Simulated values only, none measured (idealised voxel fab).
Presented below is a process module, voxel transistor to metal.
The figure presents cross-section cut, which has a width of 205 nm and is divided into square cells with an edge length of 5 nm.
In this document a cross-section is written as a grid of square cells. It is given as a series of bands, listed from the top down, and a band is one or more rows of cells. Quick guide to a band line: top height, bottom height (nm) up front; then every material left to right with its width in nm. Only one material and it's marked "full width"? Then it fills the band edge to edge. And "blank" just means empty space. Heights from 0 (as-received wafer is one material below). Bottom band endless downward, as "from 0 down". A width such as "30->40" changes by the same amount from each row of cells to the next, from the band's top row to its bottom row. What does "nothing altered" mean for a step? It means no cell of the cross-section changed in that step. In "Closed void listing" the enclosed voids are listed, meaning empty spaces of 8 cells or larger without any opening to the top. The form is width x height at distance, distance from the left edge, units nm. Step line, after settings: the simulator's comment on this step. The optional step-line setting "overlay nm" applies to steps with a mask and quantifies how far to the right of its planned location the mask lay, a negative value indicating leftward placement.

[Process steps - plan]
step 1: RECEIVE with material Si
step 2: CONFORMAL_DEP with material SiO2, thk nm 5
step 3: CONFORMAL_DEP with material SiN, thk nm 15
step 4: PATTERN with tone cover, mask id ACTIVE, material resist, width nm 105, thk nm 20, overlay nm 0
step 5: DIRECTIONAL_ETCH with etch materials SiN, depth nm 15
step 6: DIRECTIONAL_ETCH with etch materials SiO2, depth nm 5
step 7: DIRECTIONAL_ETCH with etch materials Si, depth nm 20
step 8: STRIP with etch materials resist
step 9: FILL_DEP with material SiO2, thk nm 15
step 10: CMP with height nm 20
step 11: SELECTIVE_ETCH with etch materials SiO2, depth nm 10
step 12: STRIP with etch materials SiN
step 13: SELECTIVE_ETCH with etch materials SiO2, depth nm 5
step 14: OXIDIZE with depth nm 5
step 15: DIRECTIONAL_DEP with material polySi, thk nm 20
step 16: DIRECTIONAL_DEP with material SiCN, thk nm 15
step 17: PATTERN with tone cover, mask id GATE, material resist, width nm 25, thk nm 20, overlay nm 0
step 18: DIRECTIONAL_ETCH with etch materials SiCN, depth nm 25
step 19: DIRECTIONAL_ETCH with etch materials polySi, depth nm 30
step 20: STRIP with etch materials resist
step 21: CONFORMAL_DEP with material SiN, thk nm 10
step 22: DIRECTIONAL_ETCH with etch materials SiN, depth nm 10
step 23: DIRECTIONAL_ETCH with etch materials SiO2, depth nm 5
step 24: DIRECTIONAL_ETCH with etch materials Si, depth nm 15
step 25: EPI with material SiGe, thk nm 15
step 26: FILL_DEP with material SiO2, thk nm 5
step 27: CMP with height nm 35
step 28: DIRECTIONAL_DEP with material SiO2, thk nm 15
step 29: MASKED_ETCH with tone open, mask id CONTACT, width nm 15, pitch nm 80, etch materials SiO2, depth nm 40, overlay nm 0
step 30: CONFORMAL_DEP with material TiN, thk nm 5
step 31: FILL_DEP with material Ru, thk nm 5
step 32: CMP with height nm 50
step 33: CONFORMAL_DEP with material SiN, thk nm 5
step 34: DIRECTIONAL_DEP with material lowk, thk nm 15
step 35: DIRECTIONAL_DEP with material aC, thk nm 10
step 36: PATTERN with tone open, mask id METAL_1, material resist, width nm 15, pitch nm 80, thk nm 30, overlay nm 0
step 37: DIRECTIONAL_ETCH with etch materials aC, depth nm 10
step 38: STRIP with etch materials resist
step 39: DIRECTIONAL_ETCH with etch materials lowk, depth nm 15
step 40: DIRECTIONAL_ETCH with etch materials SiN, depth nm 5
step 41: STRIP with etch materials aC
step 42: CONFORMAL_DEP with material TiN, thk nm 5
step 43: FILL_DEP with material Cu, thk nm 10
step 44: CMP with height nm 70
step 45: CONFORMAL_DEP with material SiCN, thk nm 5
step 46: DIRECTIONAL_DEP with material lowk, thk nm 30
step 47: DIRECTIONAL_DEP with material aC, thk nm 15
step 48: PATTERN with tone open, mask id METAL_2, material resist, width nm 15, pitch nm 80, thk nm 30, overlay nm 0
step 49: DIRECTIONAL_ETCH with etch materials aC, depth nm 15
step 50: STRIP with etch materials resist
step 51: DIRECTIONAL_ETCH with etch materials lowk, depth nm 20
step 52: STRIP with etch materials aC
step 53: MASKED_ETCH with tone open, mask id METAL_2_HOLES, width nm 15, pitch nm 80, etch materials lowk, depth nm 10, overlay nm 0
step 54: MASKED_ETCH with tone open, mask id METAL_2_HOLES, width nm 15, pitch nm 80, etch materials SiCN, depth nm 5, overlay nm 0
step 55: CONFORMAL_DEP with material TiN, thk nm 5
step 56: FILL_DEP with material Cu, thk nm 10
step 57: CMP with height nm 105
step 58: CONFORMAL_DEP with material SiN, thk nm 5

[Here's what the wafer looked like in cross-section when it arrived - that's after step 1]
> from 0 down = Si full width
> Closed void listing: none

[The following cross-section depicts the wafer upon conclusion of the module. Processing commenced from the starting condition illustrated above and adhered to the plan illustrated above, save for one mistake in execution]
> from 110 to 105 = SiN full width
> from 105 to 75 = lowk 55, TiN 5, Cu 5, TiN 5, lowk 65, TiN 5, Cu 5, TiN 5, lowk 55
> from 75 to 70 = SiCN 55, TiN 15, SiCN 65, TiN 15, SiCN 55
> from 70 to 55 = lowk 65, TiN 5, Cu 5, TiN 5, lowk 65, TiN 5, Cu 5, TiN 5, lowk 45
> from 55 to 50 = SiN 65, TiN 15, SiN 65, TiN 15, SiN 45
> from 50 to 35 = SiO2 55, TiN 5, Ru 5, TiN 5, SiO2 65, TiN 5, Ru 5, TiN 5, SiO2 55
> from 35 to 20 = SiO2 55, TiN 5, Ru 5, TiN 5, SiO2 10, SiN 10, SiCN 25, SiN 10, SiO2 10, TiN 5, Ru 5, TiN 5, SiO2 55
> from 20 to 15 = SiO2 55, TiN 5, Ru 5, TiN 5, SiO2 10, SiN 10, polySi 25, SiN 10, SiO2 10, TiN 5, Ru 5, TiN 5, SiO2 55
> from 15 to 10 = SiO2 55, TiN 15, SiO2 10, SiN 10, polySi 25, SiN 10, SiO2 10, TiN 15, SiO2 55
> from 10 to 5 = SiO2 50, SiGe 30, SiN 10, polySi 25, SiN 10, SiGe 30, SiO2 50
> from 5 to 0 = SiO2 45, SiN 10, SiGe 25, SiN 10, polySi 25, SiN 10, SiGe 25, SiN 10, SiO2 45
> from 0 to -5 = SiO2 55, SiGe 25, SiO2 45, SiGe 25, SiO2 55
> from -5 to -20 = SiO2 50, Si 5, SiGe 25, Si 45, SiGe 25, Si 5, SiO2 50
> from -20 down = Si full width
> Closed void listing: none
What was done differently from what was planned? step 36 changed vs plan, executed as PATTERN with tone open, mask id METAL_1, material resist, width nm 15, pitch nm 80, thk nm 30, overlay nm 10
